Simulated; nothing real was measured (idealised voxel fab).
The process module presented herein is designated voxel self aligned contacts.
The width of the displayed cross-section, cut, is 260 nm; its cells are square, with a size of 5 nm.
Heads up, the way a cross-section reads in here is a grid of square cells, handed over as bands from the top down, with every band being one or more rows of cells.
Heads up on the band format: heights come first, top then bottom, in nm. After that it's the materials left to right, each with its width in nm. A single material flagged "throughout" fills the whole band edge to edge, and "air" means there's empty space there.
Height is counted from the level 0, under which the received wafer is composed throughout of one material. The lowest of the bands is not closed at the bottom but continues downward, in the notation "0 and below".
Per-row width for "30->40": begins at first number (top row of band), ends at second number (bottom row), increment between rows held constant.
A step reported as "no modification" is a step in which no cell of the cross-section changed.
"Fully sealed cavities" - sealed voids, min. 8 cells, no opening to top; format: width x height at distance (distance from left edge; nm throughout).
Step line, after settings: the simulator's comment on this step.
overlay nm, on a step with a mask: how far to the right of its planned place the mask lay; to the left if negative
Planned process steps:
- 1: op RECEIVE | material Si
- 2: op CONFORMAL_DEP | material SiO2 | thk nm 5
- 3: op DIRECTIONAL_DEP | material polySi | thk nm 30
- 4: op DIRECTIONAL_DEP | material SiN | thk nm 15
- 5: op MASKED_ETCH | tone cover | mask id GATE | width nm 25 | pitch nm 55 | etch materials SiN | depth nm 15 | overlay nm 0
- 6: op MASKED_ETCH | tone cover | mask id GATE | width nm 25 | pitch nm 55 | etch materials polySi | depth nm 30 | overlay nm 0
- 7: op CONFORMAL_DEP | material SiN | thk nm 5
- 8: op DIRECTIONAL_ETCH | etch materials SiN | depth nm 5
- 9: op FILL_DEP | material SiO2 | thk nm 20
- 10: op CMP | height nm 60
- 11: op PATTERN | tone open | mask id CONTACT | material resist | width nm 40 | thk nm 20 | overlay nm 0
- 12: op DIRECTIONAL_ETCH | etch materials SiO2 | depth nm 60
- 13: op STRIP | etch materials resist
- 14: op CONFORMAL_DEP | material TiN | thk nm 5
- 15: op FILL_DEP | material Ru | thk nm 5
- 16: op CMP | height nm 60
- 17: op CONFORMAL_DEP | material SiCN | thk nm 5
Wafer as received: cross-section following step 1:
- 0 and below  Si throughout
- Fully sealed cavities: none
Run as planned - first of the two wafers cross-sectioned at the end of the module:
- 65 down to 60  SiCN throughout
- 60 down to 50  110 of SiO2 | 5->15 of TiN | 30->10 of Ru | 5->15 of TiN | 110 of SiO2
- 50 down to 35  85 of SiO2 | 35 of SiN | 5 of TiN | 10 of Ru | 5 of TiN | 35 of SiN | 85 of SiO2
- 35 down to 5  85 of SiO2 | 5 of SiN | 25 of polySi | 5 of SiN | 5 of TiN | 10 of Ru | 5 of TiN | 5 of SiN | 25 of polySi | 5 of SiN | 85 of SiO2
- 5 down to 0  120 of SiO2 | 20 of TiN | 120 of SiO2
- 0 and below  Si throughout
- Fully sealed cavities: none
The second wafer, shown in cross-section after the module: started the same way as the first and given the same plan, yet one mistake crept into how it was run:
- 65 down to 60  SiCN throughout
- 60 down to 50  110 of SiO2 | 5 of TiN | 30 of Ru | 5 of TiN | 110 of SiO2
- 50 down to 45  110 of SiO2 | 10 of TiN | 20 of Ru | 10 of TiN | 110 of SiO2
- 45 down to 35  90 of SiO2 | 25 of SiN | 5 of TiN | 20 of Ru | 5 of TiN | 25 of SiN | 90 of SiO2
- 35 down to 5  90 of SiO2 | 25 of polySi | 5 of TiN | 20 of Ru | 5 of TiN | 25 of polySi | 90 of SiO2
- 5 down to 0  115 of SiO2 | 30 of TiN | 115 of SiO2
- 0 and below  Si throughout
- Fully sealed cavities: none
Run error: step 7 was dropped from the plan's execution and never run
Per the end-of-run cell counts, the second wafer holds more or fewer of some materials than the first: 22 more of Ru | 46 fewer of SiN | 24 more of SiO2
